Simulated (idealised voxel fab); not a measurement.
process module | voxel gate over fins
Cross-sectional view cut (width: 220 nm; square cell size: 5 nm).
Just so we're on the same page, the cross-sections are grids of square cells, and they're listed out in bands top to bottom, each band one or more rows deep. Per band: top height and bottom height in nm, followed by the left-to-right materials and their widths in nm; "everywhere" marks a single material spanning edge to edge, "empty" marks empty space. Heights are measured from 0, the level below which the as-received wafer is all one material; the lowest band has no bottom and continues downward, written as in "0 -> down". The notation "30..40" denotes a width that varies across the rows of cells in the band, beginning at the first number in the top row, finishing at the second number in the bottom row, and changing by an identical amount from each row to the next. No cell of the cross-section changed in a step that is given as "stayed the same". Each empty space that has no open way to the top and spans at least 8 cells appears under "Trapped cavities" as width x height at distance, the distance counted from the left edge, all in nm. Text after the settings on a step's line: the simulator's own remark on that step. "overlay nm" answers the question of how far to the right of plan the mask lay on a step that has a mask, and when it is negative the answer is to the left.
Planned step list for the process:
step 1: op RECEIVE | material Si
step 2: op CONFORMAL_DEP | material SiN | thk nm 10
step 3: op MASKED_ETCH | tone cover | mask id FINS | width nm 15 | pitch nm 35 | etch materials SiN | depth nm 10 | overlay nm 0
step 4: op MASKED_ETCH | tone cover | mask id FINS | width nm 15 | pitch nm 35 | etch materials Si | depth nm 30 | overlay nm 0
step 5: op OXIDIZE | depth nm 5
step 6: op FILL_DEP | material SiO2 | thk nm 10
step 7: op CMP | height nm 10
step 8: op SELECTIVE_ETCH | etch materials SiO2 | depth nm 25
step 9: op STRIP | etch materials SiN
step 10: op CONFORMAL_DEP | material HfO2 | thk nm 5
step 11: op CONFORMAL_DEP | material TiN | thk nm 5
step 12: op CONFORMAL_DEP | material TiAl | thk nm 5
step 13: op CONFORMAL_DEP | material TiN | thk nm 5
step 14: op FILL_DEP | material W | thk nm 15
step 15: op CMP | height nm 30
step 16: op CONFORMAL_DEP | material SiN | thk nm 5
Incoming wafer, cross-sectional view, post step 1:
	0 -> down = Si everywhere
	Trapped cavities: none
Look at the cross-section after the module: the wafer started out the way shown above and the plan was the one shown above, yet one mistake was made along the way:
	35 -> 30 = SiN everywhere
	30 -> 20 = W everywhere
	20 -> 15 = TiN everywhere
	15 -> 10 = TiAl everywhere
	10 -> 5 = 90 nm TiN / 5 nm TiAl / 30 nm TiN / 5 nm TiAl / 90 nm TiN
	5 -> 0 = 85 nm HfO2 / 15 nm TiN / 20 nm HfO2 / 15 nm TiN / 85 nm HfO2
	0 -> -5 = 80 nm Si / 25 nm HfO2 / 10 nm Si / 25 nm HfO2 / 80 nm Si
	-5 -> down = Si everywhere
	Trapped cavities: none
The mistake made against the process plan was this: rather than as planned, step 3 actually ran as op MASKED_ETCH | tone open | mask id FINS | width nm 15 | pitch nm 35 | etch materials SiN | depth nm 10 | overlay nm 0
